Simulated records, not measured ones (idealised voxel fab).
Title: Process Module voxel capacitor over wiring
cross-section cut | 180 nm wide | cells 5 nm
If you're reading a cross-section in this doc, picture square cells in a grid; it comes to you as bands, top ones listed first down to the bottom, and a band can be one or more rows of cells.
Band entry format. Leading values: height of top, height of bottom, nm. Remainder: materials in left-to-right order, each with its width in nm. Special words: "edge to edge" on a single material, which then fills the band edge to edge; "empty", empty space.
Where do heights start? At 0: under that level the wafer as delivered is made of one material only. And the lowest band has no floor; it just carries on downward, as in "z 0 and below".
So if you see something like "30 to 40" for the width, read it as the top row of the band sitting at the first number and the bottom row at the second, with every row in between moving by the same amount as the last.
Basically "nothing altered" means that step didn't change any cell in the cross-section.
"Enclosed empty spaces": sealed empty spaces, 8 cells or more, no open way to top, listed width x height at distance, with distance from the left edge and width, height and distance in nm.
Past the settings on a step's line: simulator remark, on that step.
overlay nm: mask offset rightward from planned place, masked step; negative means leftward offset.
# Steps planned for the process
1. RECEIVE: material Si
2. CONFORMAL_DEP: material SiO2, thk nm 15
3. CONFORMAL_DEP: material SiCN, thk nm 5
4. DIRECTIONAL_DEP: material SiO2, thk nm 25
5. MASKED_ETCH: tone open, mask id METAL_1, width nm 25, pitch nm 75, etch materials SiO2, depth nm 25, overlay nm 0
6. MASKED_ETCH: tone open, mask id METAL_1, width nm 25, pitch nm 75, etch materials SiCN, depth nm 5, overlay nm 0
7. CONFORMAL_DEP: material TiN, thk nm 5
8. FILL_DEP: material W, thk nm 10
9. CMP: height nm 45
10. CONFORMAL_DEP: material SiCN, thk nm 5
11. DIRECTIONAL_DEP: material SiO2, thk nm 20
12. MASKED_ETCH: tone open, mask id PLUG_1, width nm 15, etch materials SiO2, depth nm 20, overlay nm 0
13. MASKED_ETCH: tone open, mask id PLUG_1, width nm 15, etch materials SiCN, depth nm 5, overlay nm 0
14. EPI: material Ru, thk nm 10
15. EPI: material Ru, thk nm 10
16. EPI: material Ru, thk nm 5
17. DIRECTIONAL_DEP: material TiN, thk nm 10
18. DIRECTIONAL_DEP: material SiN, thk nm 5
19. DIRECTIONAL_DEP: material TiN, thk nm 10
20. MASKED_ETCH: tone cover, mask id UPPER_PLATE, width nm 55, etch materials TiN, depth nm 10, overlay nm 0
21. MASKED_ETCH: tone cover, mask id UPPER_PLATE, width nm 55, etch materials SiN, depth nm 5, overlay nm 0
22. PATTERN: tone cover, mask id LOWER_PLATE, material resist, width nm 65, thk nm 20, overlay nm 0
23. DIRECTIONAL_ETCH: etch materials TiN, depth nm 10
24. STRIP: etch materials resist
25. FILL_DEP: material SiO2, thk nm 15
26. CMP: height nm 105
27. MASKED_ETCH: tone open, mask id PLUG_2, width nm 15, etch materials SiO2, depth nm 10, overlay nm 0
28. CONFORMAL_DEP: material TiN, thk nm 5
29. FILL_DEP: material Cu, thk nm 10
30. CMP: height nm 105
31. CONFORMAL_DEP: material SiN, thk nm 5
# Here's what the wafer looked like in cross-section when it arrived - that's after step 1
    z 0 and below  Si edge to edge
    Enclosed empty spaces: none
# End-of-module cross-section of the first of two wafers, processed as planned
    z 110 to 105  SiN edge to edge
    z 105 to 100  SiO2=60 / TiN=5 / Cu=5 / TiN=5 / SiO2=105
    z 100 to 95  SiO2=60 / TiN=15 / SiO2=105
    z 95 to 85  SiO2=50 / TiN=55 / SiO2=75
    z 85 to 80  SiO2=50 / SiN=55 / SiO2=75
    z 80 to 70  SiO2=45 / TiN=65 / SiO2=70
    z 70 to 50  SiO2=50 / Ru=15 / SiO2=115
    z 50 to 45  SiCN=50 / Ru=15 / SiCN=115
    z 45 to 20  SiO2=40 / TiN=5 / W=15 / TiN=5 / SiO2=50 / TiN=5 / W=15 / TiN=5 / SiO2=40
    z 20 to 15  SiCN=40 / TiN=25 / SiCN=50 / TiN=25 / SiCN=40
    z 15 to 0  SiO2 edge to edge
    z 0 and below  Si edge to edge
    Enclosed empty spaces: none
# Presented here is a cross-section of the second of the two wafers as it stood at the end of the module. It was started in the same manner and assigned the same plan as the first wafer; however, one mistake was made in its execution
    z 110 to 105  SiN edge to edge
    z 105 to 100  SiO2=60 / TiN=5 / Cu=5 / TiN=5 / SiO2=105
    z 100 to 95  SiO2=60 / TiN=15 / SiO2=105
    z 95 to 85  SiO2=50 / TiN=55 / SiO2=75
    z 85 to 80  SiO2=50 / SiN=55 / SiO2=75
    z 80 to 70  SiO2=45 / TiN=65 / SiO2=70
    z 70 to 50  SiO2=50 / Ru=15 / SiO2=115
    z 50 to 45  SiCN=50 / Ru=15 / SiCN=115
    z 45 to 20  SiO2=40 / TiN=5 / W=15 / TiN=5 / SiO2=50 / TiN=5 / W=15 / TiN=5 / SiO2=40
    z 20 to 15  SiCN=40 / TiN=25 / SiCN=50 / TiN=25 / SiCN=40
    z 15 to 0  Cu edge to edge
    z 0 and below  Si edge to edge
    Enclosed empty spaces: none
Misprocessing identified: step 2 changed vs plan, executed as CONFORMAL_DEP: material Cu, thk nm 15
Final wafer comparison in cells, second versus first, more or fewer per material: Cu +108, SiO2 -108
